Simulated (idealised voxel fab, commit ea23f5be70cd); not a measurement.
The following process module bears the name voxel ribs on slabs.
The cross-section shown here is cut; it is 280 nm wide and divided into square cells measuring 5 nm on a side.
Cross-section spec: square-cell grid; bands listed top down; each band is one or more rows.
Read a band's entry like this: the first values are the height of its top and the height of its bottom in nm, and what follows is the sequence of materials from left to right, each with its width in nm. Note that "blank" is empty space, and that a single material marked "everywhere" reaches across the band from edge to edge.
Heights are reckoned from 0. Under this level, the received wafer is all of one material. The bottommost band is open-ended downward, for example "0..down".
The expression "30..40" gives the width at the extremes of the band, the first number at its top row of cells and the second at its bottom row, with the width changing by equal amounts from each row to the next in between.
"nothing altered" for a step: no cell of the cross-section changed in that step.
You'll see "Voids, enclosed" listing empty spaces that have no way open to the top, as long as they're 8 cells or more; the notation is width x height at distance, where the distance is from the left edge, and all of it is in nm.
Where a step's line continues beyond its settings, the continuation is a remark by the simulator itself on that step.
Each step line may optionally specify "overlay nm", which for a step with a mask gives the rightward distance between the mask's planned place and where it lay, a negative value indicating the leftward direction.
### Below is the list of planned process steps
step 1: RECEIVE | material Si
step 2: DIRECTIONAL_DEP | material SiO2 | thk nm 25
step 3: DIRECTIONAL_DEP | material polySi | thk nm 15
step 4: DIRECTIONAL_DEP | material aC | thk nm 10
step 5: PATTERN | tone cover | mask id RIB | material resist | width nm 15 | thk nm 30 | overlay nm 0
step 6: DIRECTIONAL_ETCH | etch materials aC | depth nm 10
step 7: STRIP | etch materials resist
step 8: DIRECTIONAL_ETCH | etch materials polySi | depth nm 10
step 9: STRIP | etch materials aC
step 10: DIRECTIONAL_DEP | material aC | thk nm 15
step 11: PATTERN | tone cover | mask id SLAB | material resist | width nm 55 | thk nm 35 | overlay nm 0
step 12: DIRECTIONAL_ETCH | etch materials aC | depth nm 15
step 13: STRIP | etch materials resist
step 14: DIRECTIONAL_ETCH | etch materials polySi | depth nm 5
step 15: STRIP | etch materials aC
step 16: FILL_DEP | material SiO2 | thk nm 20
step 17: CMP | height nm 50
step 18: DIRECTIONAL_DEP | material TiN | thk nm 5
step 19: DIRECTIONAL_DEP | material aC | thk nm 15
step 20: PATTERN | tone cover | mask id HEATER | material resist | width nm 25 | thk nm 35 | overlay nm 0
step 21: DIRECTIONAL_ETCH | etch materials aC | depth nm 15
step 22: STRIP | etch materials resist
step 23: DIRECTIONAL_ETCH | etch materials TiN | depth nm 5
step 24: STRIP | etch materials aC
step 25: CONFORMAL_DEP | material SiO2 | thk nm 10
### As-received state of the wafer in cross-section, equivalent to post-step 1
> 0..down = Si everywhere
> Voids, enclosed: none
### Cross-section: first of two wafers, module finished, run according to plan
> 65..60 = blank: 115; SiO2: 45; blank: 120
> 60..55 = SiO2 everywhere
> 55..50 = SiO2: 125; TiN: 25; SiO2: 130
> 50..40 = SiO2 everywhere
> 40..30 = SiO2: 130; polySi: 15; SiO2: 135
> 30..25 = SiO2: 110; polySi: 55; SiO2: 115
> 25..0 = SiO2 everywhere
> 0..down = Si everywhere
> Voids, enclosed: none
### Module end: cross-section of wafer two of two. Same start and process plan as the first wafer. One mistake during execution
> 55..50 = blank: 125; TiN: 25; blank: 130
> 50..40 = SiO2 everywhere
> 40..30 = SiO2: 130; polySi: 15; SiO2: 135
> 30..25 = SiO2: 110; polySi: 55; SiO2: 115
> 25..0 = SiO2 everywhere
> 0..down = Si everywhere
> Voids, enclosed: none
Deviation noted in wafer processing: step 25 of the plan got skipped, so it never ran
Final tally in cells, some materials are higher or lower on the second wafer than on the first: 116 fewer of SiO2
